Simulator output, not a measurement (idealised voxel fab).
The following is a process module called voxel quadruple lines.
Shown is cross-section cut, with a width of 215 nm and square cells of size 5 nm.
Notation: cross-section as square-cell grid; stated in bands, top first, going down; one or more cell rows per band. Band entry format. Leading values: height of top, height of bottom, nm. Remainder: materials in left-to-right order, each with its width in nm. Special words: "full width" on a single material, which then fills the band edge to edge; "blank", empty space. A quick word on heights: they are counted from 0, and under that level the wafer as it came to us is one material throughout. The lowest band is different from the rest in having no bottom; it simply continues downward, written as in "0..down". Read "30->40" as a graded width: first number on top, second number at the bottom, same change between each pair of neighbouring rows. Reading "same as before" for a step: not a cell of the cross-section changed in it. Basically, "Enclosed void entries" tells you about the enclosed voids: empty spaces with no open way to the top, 8 cells or bigger, each written width x height at distance, where distance is from the left edge, all in nm. Past the settings on a step's line: simulator remark, on that step. Among the settings permitted on a step's line is "overlay nm"; applied to a step with a mask, it specifies the extent to which the mask lay to the right of its planned position, whereas a negative figure signifies a position to the left.

# So here's the lineup of process steps we planned
1) RECEIVE, material Si
2) CONFORMAL_DEP, material SiO2, thk nm 10
3) DIRECTIONAL_DEP, material Ru, thk nm 15
4) DIRECTIONAL_DEP, material polySi, thk nm 20
5) DIRECTIONAL_DEP, material aC, thk nm 25
6) PATTERN, tone cover, mask id MANDREL, material resist, width nm 20, pitch nm 60, thk nm 35, overlay nm 0
7) DIRECTIONAL_ETCH, etch materials aC, depth nm 25
8) STRIP, etch materials resist
9) CONFORMAL_DEP, material SiO2, thk nm 10
10) DIRECTIONAL_ETCH, etch materials SiO2, depth nm 10
11) STRIP, etch materials aC
12) DIRECTIONAL_ETCH, etch materials polySi, depth nm 20
13) STRIP, etch materials SiO2
14) CONFORMAL_DEP, material SiN, thk nm 5
15) DIRECTIONAL_ETCH, etch materials SiN, depth nm 5
16) STRIP, etch materials polySi
17) DIRECTIONAL_ETCH, etch materials Ru, depth nm 15
18) STRIP, etch materials SiN

# Delivered wafer in cross-section: state after step 1
    0..down  Si full width
    Enclosed void entries: none

# The first of two wafers, cross-sectioned at the end of the module, with the run proceeding as planned
    25..10  blank 50 nm, Ru 5 nm, blank 10 nm, Ru 5 nm, blank 10 nm, Ru 5 nm, blank 10 nm, Ru 5 nm, blank 10 nm, Ru 5 nm, blank 10 nm, Ru 5 nm, blank 10 nm, Ru 5 nm, blank 10 nm, Ru 5 nm, blank 55 nm
    10..0  SiO2 full width
    0..down  Si full width
    Enclosed void entries: none

# Cross-sectional image of the second wafer of the two following completion of the module. Starting state and process plan were the same as for the first wafer; one execution error occurred
    25..10  blank 45 nm, Ru 5 nm, blank 10 nm, Ru 5 nm, blank 10 nm, Ru 5 nm, blank 10 nm, Ru 5 nm, blank 10 nm, Ru 5 nm, blank 10 nm, Ru 5 nm, blank 10 nm, Ru 5 nm, blank 10 nm, Ru 5 nm, blank 60 nm
    10..0  SiO2 full width
    0..down  Si full width
    Enclosed void entries: none
Run error: off-plan run, step 6, actual operation and settings PATTERN, tone cover, mask id MANDREL, material resist, width nm 20, pitch nm 60, thk nm 35, overlay nm -5
Cell counts per material: same on both final wafers. Positions: different.
